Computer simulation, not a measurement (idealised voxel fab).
Process module under the name voxel wiring stack
Displayed cross-section: cut, width of 175 nm, square cells sized 5 nm.
Reading order for cross-sections: top band down to bottom band. Underlying form: a grid of square cells. Band size: one or more rows of cells. Within each band entry, the heights of the top and of the bottom of the band appear first, in that order and in nm; the materials of the band then follow from left to right, each with its corresponding width in nm. The designation "all across" on a single material indicates that it fills the band from edge to edge; the designation "empty" indicates empty space. Beneath 0, the wafer as received is one material, and that level is where height counting begins. The lowest band goes on downward without a bottom; it is written like "z 0 and below". When a width is written as two numbers, as in "30->40", the first number is the width in the top row of cells of the band and the second is the width in its bottom row, and the width changes by the same amount from each row to the next. "nothing was modified" -> step changed no cross-section cell. If an empty space has no open way to the top and is at least 8 cells in size, "Enclosed internal cavities" lists it, written width x height at distance, where distance is measured from the left edge and every value is in nm. Note: text after step settings on the step line = simulator remark on that step. "overlay nm" answers the question of how far to the right of plan the mask lay on a step that has a mask, and when it is negative the answer is to the left.
# The following list gives the planned process steps
| 1 | RECEIVE with material Si |
| 2 | CONFORMAL_DEP with material SiO2, thk nm 10 |
| 3 | DIRECTIONAL_DEP with material TiN, thk nm 5 |
| 4 | DIRECTIONAL_DEP with material W, thk nm 15 |
| 5 | PATTERN with tone cover, mask id METAL_1, material resist, width nm 30, pitch nm 55, thk nm 15, overlay nm 0 |
| 6 | DIRECTIONAL_ETCH with etch materials W, depth nm 15 |
| 7 | DIRECTIONAL_ETCH with etch materials TiN, depth nm 5 |
| 8 | STRIP with etch materials resist |
| 9 | FILL_DEP with material lowk, thk nm 5 |
| 10 | CMP with height nm 30 |
| 11 | CONFORMAL_DEP with material SiCN, thk nm 5 |
| 12 | DIRECTIONAL_DEP with material SiO2, thk nm 35 |
| 13 | PATTERN with tone open, mask id METAL_2, material resist, width nm 30, pitch nm 55, thk nm 20, overlay nm 0 |
| 14 | DIRECTIONAL_ETCH with etch materials SiO2, depth nm 20 |
| 15 | STRIP with etch materials resist |
| 16 | PATTERN with tone open, mask id METAL_2_HOLES, material resist, width nm 15, pitch nm 55, thk nm 20, overlay nm 0 |
| 17 | DIRECTIONAL_ETCH with etch materials SiO2, depth nm 15 |
| 18 | DIRECTIONAL_ETCH with etch materials SiCN, depth nm 5 |
| 19 | STRIP with etch materials resist |
| 20 | CONFORMAL_DEP with material TiN, thk nm 5 |
| 21 | FILL_DEP with material Cu, thk nm 5 |
| 22 | CMP with height nm 70 |
| 23 | CONFORMAL_DEP with material SiCN, thk nm 5 |
# Incoming wafer, cross-sectional view, post step 1
  z 0 and below = Si all across
  Enclosed internal cavities: none
# first wafer at the end, as planned
  z 75 to 70 = SiCN all across
  z 70 to 55 = SiO2 15 nm, TiN 5 nm, Cu 20 nm, TiN 5 nm, SiO2 25 nm, TiN 5 nm, Cu 20 nm, TiN 5 nm, SiO2 25 nm, TiN 5 nm, Cu 20 nm, TiN 5 nm, SiO2 20 nm
  z 55 to 50 = SiO2 15 nm, TiN 5 nm, Cu 5 nm, TiN 20 nm, SiO2 25 nm, TiN 5 nm, Cu 5 nm, TiN 20 nm, SiO2 25 nm, TiN 5 nm, Cu 5 nm, TiN 20 nm, SiO2 20 nm
  z 50 to 35 = SiO2 15 nm, TiN 5 nm, Cu 5 nm, TiN 5 nm, SiO2 40 nm, TiN 5 nm, Cu 5 nm, TiN 5 nm, SiO2 40 nm, TiN 5 nm, Cu 5 nm, TiN 5 nm, SiO2 35 nm
  z 35 to 30 = SiCN 15 nm, TiN 15 nm, SiCN 40 nm, TiN 15 nm, SiCN 40 nm, TiN 15 nm, SiCN 35 nm
  z 30 to 15 = lowk 15 nm, W 30 nm, lowk 25 nm, W 30 nm, lowk 25 nm, W 30 nm, lowk 20 nm
  z 15 to 10 = lowk 15 nm, TiN 30 nm, lowk 25 nm, TiN 30 nm, lowk 25 nm, TiN 30 nm, lowk 20 nm
  z 10 to 0 = SiO2 all across
  z 0 and below = Si all across
  Enclosed internal cavities: none
# Wafer two, end of module, cross-section. Same start, same plan as wafer one. One mistake in the run
  z 75 to 70 = SiCN all across
  z 70 to 55 = SiO2 15 nm, TiN 5 nm, Cu 20 nm, TiN 5 nm, SiO2 25 nm, TiN 5 nm, Cu 20 nm, TiN 5 nm, SiO2 25 nm, TiN 5 nm, Cu 20 nm, TiN 5 nm, SiO2 20 nm
  z 55 to 50 = SiO2 15 nm, TiN 5 nm, Cu 5 nm, TiN 20 nm, SiO2 25 nm, TiN 5 nm, Cu 5 nm, TiN 20 nm, SiO2 25 nm, TiN 5 nm, Cu 5 nm, TiN 20 nm, SiO2 20 nm
  z 50 to 35 = SiO2 15 nm, TiN 5 nm, Cu 5 nm, TiN 5 nm, SiO2 40 nm, TiN 5 nm, Cu 5 nm, TiN 5 nm, SiO2 40 nm, TiN 5 nm, Cu 5 nm, TiN 5 nm, SiO2 35 nm
  z 35 to 30 = SiCN 15 nm, TiN 15 nm, SiCN 40 nm, TiN 15 nm, SiCN 40 nm, TiN 15 nm, SiCN 35 nm
  z 30 to 15 = lowk 15 nm, W 30 nm, lowk 25 nm, W 30 nm, lowk 25 nm, W 30 nm, lowk 20 nm
  z 15 to 5 = SiO2 all across
  z 5 to 0 = TiN all across
  z 0 and below = Si all across
  Enclosed internal cavities: none
Processing error: plan steps 2 and 3 run swapped
Upon completion, the second wafer contains, in terms of cells, a greater or smaller amount of certain materials than the first wafer: +17 TiN, -17 lowk
